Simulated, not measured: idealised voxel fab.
A process module follows: voxel transistor to metal.
For reference, the cross-section in this document is cut, with width 275 nm and square cells of 5 nm.
Reading order for cross-sections: top band down to bottom band. Underlying form: a grid of square cells. Band size: one or more rows of cells.
Top height, bottom height, nm. Materials left to right, width each, nm. Single material + "throughout" = fills band edge to edge. "empty" = empty.
It should be noted that heights are counted from 0, beneath which the wafer as supplied is of one material throughout, and that the lowest band possesses no lower boundary but continues downward, as written in "0 down".
The two numbers in a width such as "30..40" mark its ends across the band: the first belongs to the top row of cells, the second to the bottom row, and from each row to the next the width moves by the same amount.
For the purposes of this document, the phrase "nothing different" attached to a step denotes that no cell within the cross-section was modified by that step.
Closed empty spaces (no open way to the top) of 8 cells or more are what "Sealed voids" lists, each as width x height at distance from the left edge, nm for all three.
That trailing text on a step's line, after the settings, is the simulator's own remark on the step.
"overlay nm" denotes, for a step that has a mask, the displacement of the mask to the right of its planned place, with negative values corresponding to the left.

The following list gives the planned process steps:
1) RECEIVE,material Si
2) OXIDIZE,depth nm 5
3) CONFORMAL_DEP,material SiN,thk nm 15
4) MASKED_ETCH,tone cover,mask id ACTIVE,width nm 105,pitch nm 125,etch materials SiN,depth nm 15,overlay nm 0
5) MASKED_ETCH,tone cover,mask id ACTIVE,width nm 105,pitch nm 125,etch materials SiO2,depth nm 5,overlay nm 0
6) MASKED_ETCH,tone cover,mask id ACTIVE,width nm 105,pitch nm 125,etch materials Si,depth nm 20,overlay nm 0
7) FILL_DEP,material SiO2,thk nm 10
8) CMP,height nm 15
9) SELECTIVE_ETCH,etch materials SiO2,depth nm 5
10) STRIP,etch materials SiN
11) SELECTIVE_ETCH,etch materials SiO2,depth nm 5
12) OXIDIZE,depth nm 5
13) DIRECTIONAL_DEP,material polySi,thk nm 20
14) DIRECTIONAL_DEP,material SiCN,thk nm 15
15) DIRECTIONAL_DEP,material aC,thk nm 10
16) PATTERN,tone cover,mask id GATE,material resist,width nm 25,pitch nm 125,thk nm 30,overlay nm 0
17) DIRECTIONAL_ETCH,etch materials aC,depth nm 10
18) STRIP,etch materials resist
19) DIRECTIONAL_ETCH,etch materials SiCN,depth nm 25
20) DIRECTIONAL_ETCH,etch materials polySi,depth nm 30
21) STRIP,etch materials aC
22) CONFORMAL_DEP,material SiN,thk nm 10
23) DIRECTIONAL_ETCH,etch materials SiN,depth nm 10
24) DIRECTIONAL_ETCH,etch materials SiO2,depth nm 5
25) DIRECTIONAL_ETCH,etch materials Si,depth nm 10
26) EPI,material nSi,thk nm 10
27) FILL_DEP,material SiO2,thk nm 5
28) CMP,height nm 15
29) STRIP,etch materials polySi
30) SELECTIVE_ETCH,etch materials SiO2,depth nm 5
31) CONFORMAL_DEP,material HfO2,thk nm 5
32) CONFORMAL_DEP,material TiN,thk nm 5
33) FILL_DEP,material W,thk nm 5
34) CMP,height nm 10
35) DIRECTIONAL_DEP,material SiO2,thk nm 15
36) DIRECTIONAL_DEP,material aC,thk nm 15
37) PATTERN,tone open,mask id CONTACT,material resist,width nm 20,thk nm 30,overlay nm 0
38) DIRECTIONAL_ETCH,etch materials aC,depth nm 15
39) STRIP,etch materials resist
40) DIRECTIONAL_ETCH,etch materials SiO2,depth nm 35
41) STRIP,etch materials aC
42) CONFORMAL_DEP,material TiN,thk nm 5
43) FILL_DEP,material W,thk nm 10
44) CMP,height nm 25
45) DIRECTIONAL_DEP,material TiN,thk nm 5
46) DIRECTIONAL_DEP,material Ru,thk nm 15
47) PATTERN,tone cover,mask id METAL_1,material resist,width nm 20,thk nm 15,overlay nm 0
48) DIRECTIONAL_ETCH,etch materials Ru,depth nm 15
49) DIRECTIONAL_ETCH,etch materials TiN,depth nm 5
50) STRIP,etch materials resist
51) FILL_DEP,material SiO2,thk nm 5
52) CMP,height nm 45
53) CONFORMAL_DEP,material SiCN,thk nm 5

Incoming wafer, cross-sectional view, post step 1:
- 0 down = Si throughout
- Sealed voids: none

Module complete - cross-section of the first of two wafers, run according to plan:
- 50 to 45 = SiCN throughout
- 45 to 30 = 25 SiO2 | 20 Ru | 55 SiO2 | 20 Ru | 30 SiO2 | 20 Ru | 55 SiO2 | 20 Ru | 30 SiO2
- 30 to 25 = 25 SiO2 | 20 TiN | 55 SiO2 | 20 TiN | 30 SiO2 | 20 TiN | 55 SiO2 | 20 TiN | 30 SiO2
- 25 to 10 = 25 SiO2 | 5 TiN | 10 W | 5 TiN | 55 SiO2 | 5 TiN | 10 W | 5 TiN | 30 SiO2 | 5 TiN | 10 W | 5 TiN | 55 SiO2 | 5 TiN | 10 W | 5 TiN | 30 SiO2
- 10 to 5 = 25 SiO2 | 5 TiN | 10 W | 5 TiN | 5 SiO2 | 10 SiN | 5 HfO2 | 5 TiN | 5 W | 5 TiN | 5 HfO2 | 10 SiN | 5 SiO2 | 5 TiN | 10 W | 5 TiN | 30 SiO2 | 5 TiN | 10 W | 5 TiN | 5 SiO2 | 10 SiN | 5 HfO2 | 5 TiN | 5 W | 5 TiN | 5 HfO2 | 10 SiN | 5 SiO2 | 5 TiN | 10 W | 5 TiN | 30 SiO2
- 5 to 0 = 15 SiO2 | 10 SiN | 20 TiN | 5 SiO2 | 10 SiN | 5 HfO2 | 5 TiN | 5 W | 5 TiN | 5 HfO2 | 10 SiN | 5 SiO2 | 20 TiN | 10 SiN | 10 SiO2 | 10 SiN | 20 TiN | 5 SiO2 | 10 SiN | 5 HfO2 | 5 TiN | 5 W | 5 TiN | 5 HfO2 | 10 SiN | 5 SiO2 | 20 TiN | 10 SiN | 20 SiO2
- 0 to -5 = 15 SiO2 | 10 SiN | 10 nSi | 5 TiN | 10 nSi | 10 SiN | 5 HfO2 | 15 TiN | 5 HfO2 | 10 SiN | 10 nSi | 5 TiN | 10 nSi | 10 SiN | 10 SiO2 | 10 SiN | 10 nSi | 5 TiN | 10 nSi | 10 SiN | 5 HfO2 | 15 TiN | 5 HfO2 | 10 SiN | 10 nSi | 5 TiN | 10 nSi | 10 SiN | 20 SiO2
- -5 to -10 = 25 SiO2 | 10 nSi | 5 TiN | 10 nSi | 5 SiO2 | 35 HfO2 | 5 SiO2 | 10 nSi | 5 TiN | 10 nSi | 30 SiO2 | 10 nSi | 5 TiN | 10 nSi | 5 SiO2 | 35 HfO2 | 5 SiO2 | 10 nSi | 5 TiN | 10 nSi | 30 SiO2
- -10 to -20 = 20 SiO2 | 5 Si | 25 nSi | 45 Si | 25 nSi | 5 Si | 20 SiO2 | 5 Si | 25 nSi | 45 Si | 25 nSi | 5 Si | 25 SiO2
- -20 to -25 = 20 SiO2 | 105 Si | 20 SiO2 | 105 Si | 25 SiO2
- -25 down = Si throughout
- Sealed voids: none

Here's the second of our two wafers sectioned at module end. Same start as the first, same plan, but one mistake got made running it:
- 50 to 45 = SiCN throughout
- 45 to 30 = 25 SiO2 | 20 Ru | 55 SiO2 | 20 Ru | 30 SiO2 | 20 Ru | 55 SiO2 | 20 Ru | 30 SiO2
- 30 to 25 = 25 SiO2 | 20 TiN | 55 SiO2 | 20 TiN | 30 SiO2 | 20 TiN | 55 SiO2 | 20 TiN | 30 SiO2
- 25 to 10 = 25 SiO2 | 5 TiN | 10 W | 5 TiN | 55 SiO2 | 5 TiN | 10 W | 5 TiN | 30 SiO2 | 5 TiN | 10 W | 5 TiN | 55 SiO2 | 5 TiN | 10 W | 5 TiN | 30 SiO2
- 10 to 5 = 25 SiO2 | 5 TiN | 10 W | 5 TiN | 5 SiO2 | 10 SiN | 5 HfO2 | 5 TiN | 5 W | 5 TiN | 5 HfO2 | 10 SiN | 5 SiO2 | 5 TiN | 5 W | 10 TiN | 30 SiO2 | 5 TiN | 10 W | 5 TiN | 5 SiO2 | 10 SiN | 5 HfO2 | 5 TiN | 5 W | 5 TiN | 5 HfO2 | 10 SiN | 5 SiO2 | 5 TiN | 5 W | 10 TiN | 30 SiO2
- 5 to 0 = 10 SiO2 | 10 SiN | 5 SiO2 | 20 TiN | 5 SiO2 | 10 SiN | 5 HfO2 | 5 TiN | 5 W | 5 TiN | 5 HfO2 | 10 SiN | 5 SiO2 | 15 TiN | 10 SiN | 10 SiO2 | 10 SiN | 5 SiO2 | 20 TiN | 5 SiO2 | 10 SiN | 5 HfO2 | 5 TiN | 5 W | 5 TiN | 5 HfO2 | 10 SiN | 5 SiO2 | 15 TiN | 10 SiN | 25 SiO2
- 0 to -5 = 10 SiO2 | 10 SiN | 10 nSi | 10 TiN | 10 nSi | 10 SiN | 5 HfO2 | 15 TiN | 5 HfO2 | 10 SiN | 20 nSi | 10 SiN | 10 SiO2 | 10 SiN | 10 nSi | 10 TiN | 10 nSi | 10 SiN | 5 HfO2 | 15 TiN | 5 HfO2 | 10 SiN | 20 nSi | 10 SiN | 25 SiO2
- -5 to -10 = 20 SiO2 | 10 nSi | 10 TiN | 10 nSi | 5 SiO2 | 35 HfO2 | 5 SiO2 | 20 nSi | 30 SiO2 | 10 nSi | 10 TiN | 10 nSi | 5 SiO2 | 35 HfO2 | 5 SiO2 | 20 nSi | 35 SiO2
- -10 to -20 = 15 SiO2 | 5 Si | 30 nSi | 45 Si | 20 nSi | 10 Si | 15 SiO2 | 5 Si | 30 nSi | 45 Si | 20 nSi | 10 Si | 25 SiO2
- -20 to -25 = 15 SiO2 | 110 Si | 15 SiO2 | 110 Si | 25 SiO2
- -25 down = Si throughout
- Sealed voids: none
In executing the process, a mistake was made relative to the plan: rather than as planned, step 4 actually ran as MASKED_ETCH,tone cover,mask id ACTIVE,width nm 105,pitch nm 125,etch materials SiN,depth nm 15,overlay nm -5
The closing comparison, in cells, has the second wafer with more or fewer of some materials than the first: +6 Si | -4 SiO2 | -2 W
